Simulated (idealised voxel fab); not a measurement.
Title: Process Module voxel capacitor over wiring
Cross-section cut: width 300 nm, square cells of 5 nm.
In what follows, cross-sections appear as grids of square cells, described through bands that run from the top down, where every band is one or more rows of cells. Heights first: top, then bottom, in nm. Then materials, left to right, each with a width in nm. "throughout" on a single material: fills the band edge to edge. "air": empty space. For the purposes of this specification, 0 denotes the height below which the wafer in its as-received condition is composed wholly of one material, and the lowermost band, lacking a lower limit, extends downward without end, as expressed in "z 0 and below". Note: "30 to 40" means the width goes from the first number (top row of the band) to the second number (bottom row) in equal steps per row of cells. When a step is marked "nothing different", none of the cells in the cross-section changed during that step. "Closed void catalog" - sealed voids, min. 8 cells, no opening to top; format: width x height at distance (distance from left edge; nm throughout). Past the settings on a step's line: simulator remark, on that step. "overlay nm", when on a step's line for a step with a mask, measures how far to the right of its planned place the mask lay; a negative measure means to the left.

# These are the steps we planned for the process
- 1: RECEIVE: material Si
- 2: CONFORMAL_DEP: material SiO2, thk nm 15
- 3: DIRECTIONAL_DEP: material TiN, thk nm 5
- 4: DIRECTIONAL_DEP: material Ru, thk nm 20
- 5: DIRECTIONAL_DEP: material aC, thk nm 15
- 6: PATTERN: tone cover, mask id METAL_1, material resist, width nm 25, pitch nm 90, thk nm 35, overlay nm 0
- 7: DIRECTIONAL_ETCH: etch materials aC, depth nm 15
- 8: STRIP: etch materials resist
- 9: DIRECTIONAL_ETCH: etch materials Ru, depth nm 20
- 10: DIRECTIONAL_ETCH: etch materials TiN, depth nm 5
- 11: STRIP: etch materials aC
- 12: FILL_DEP: material lowk, thk nm 10
- 13: CMP: height nm 40
- 14: CONFORMAL_DEP: material SiCN, thk nm 5
- 15: DIRECTIONAL_DEP: material lowk, thk nm 20
- 16: PATTERN: tone open, mask id PLUG_1, material resist, width nm 15, thk nm 20, overlay nm 0
- 17: DIRECTIONAL_ETCH: etch materials lowk, depth nm 20
- 18: DIRECTIONAL_ETCH: etch materials SiCN, depth nm 5
- 19: STRIP: etch materials resist
- 20: CONFORMAL_DEP: material TiN, thk nm 5
- 21: FILL_DEP: material W, thk nm 10
- 22: CMP: height nm 65
- 23: DIRECTIONAL_DEP: material TiN, thk nm 5
- 24: DIRECTIONAL_DEP: material Al2O3, thk nm 5
- 25: DIRECTIONAL_DEP: material TiN, thk nm 10
- 26: DIRECTIONAL_DEP: material aC, thk nm 15
- 27: PATTERN: tone cover, mask id UPPER_PLATE, material resist, width nm 70, thk nm 30, overlay nm 0
- 28: DIRECTIONAL_ETCH: etch materials aC, depth nm 15
- 29: STRIP: etch materials resist
- 30: DIRECTIONAL_ETCH: etch materials TiN, depth nm 10
- 31: DIRECTIONAL_ETCH: etch materials Al2O3, depth nm 5
- 32: STRIP: etch materials aC
- 33: MASKED_ETCH: tone cover, mask id LOWER_PLATE, width nm 80, etch materials TiN, depth nm 5, overlay nm 0
- 34: FILL_DEP: material SiO2, thk nm 20
- 35: CMP: height nm 100
- 36: PATTERN: tone open, mask id PLUG_2, material resist, width nm 15, thk nm 20, overlay nm 0
- 37: DIRECTIONAL_ETCH: etch materials SiO2, depth nm 15
- 38: STRIP: etch materials resist
- 39: CONFORMAL_DEP: material TiN, thk nm 5
- 40: FILL_DEP: material Ru, thk nm 5
- 41: CMP: height nm 100
- 42: CONFORMAL_DEP: material SiN, thk nm 5

# Received-state cross-section, reflecting completion of step 1
z 0 and below = Si throughout
Closed void catalog: none

# Post-module cross-section: identical start and plan to those above, one misstep in execution
z 105 to 100 = aC throughout
z 100 to 90 = 110 nm SiO2, then 5 nm TiN, then 5 nm Ru, then 5 nm TiN, then 175 nm SiO2
z 90 to 85 = 110 nm SiO2, then 15 nm TiN, then 175 nm SiO2
z 85 to 75 = 100 nm SiO2, then 70 nm TiN, then 130 nm SiO2
z 75 to 70 = 100 nm SiO2, then 70 nm Al2O3, then 130 nm SiO2
z 70 to 65 = 95 nm SiO2, then 80 nm TiN, then 125 nm SiO2
z 65 to 45 = 100 nm lowk, then 5 nm TiN, then 5 nm W, then 5 nm TiN, then 185 nm lowk
z 45 to 40 = 100 nm SiCN, then 15 nm TiN, then 185 nm SiCN
z 40 to 20 = 90 nm lowk, then 25 nm Ru, then 65 nm lowk, then 25 nm Ru, then 95 nm lowk
z 20 to 15 = 90 nm lowk, then 25 nm TiN, then 65 nm lowk, then 25 nm TiN, then 95 nm lowk
z 15 to 0 = SiO2 throughout
z 0 and below = Si throughout
Closed void catalog: none
what went wrong: step 42 did not use the planned setting and instead ran as CONFORMAL_DEP: material aC, thk nm 5
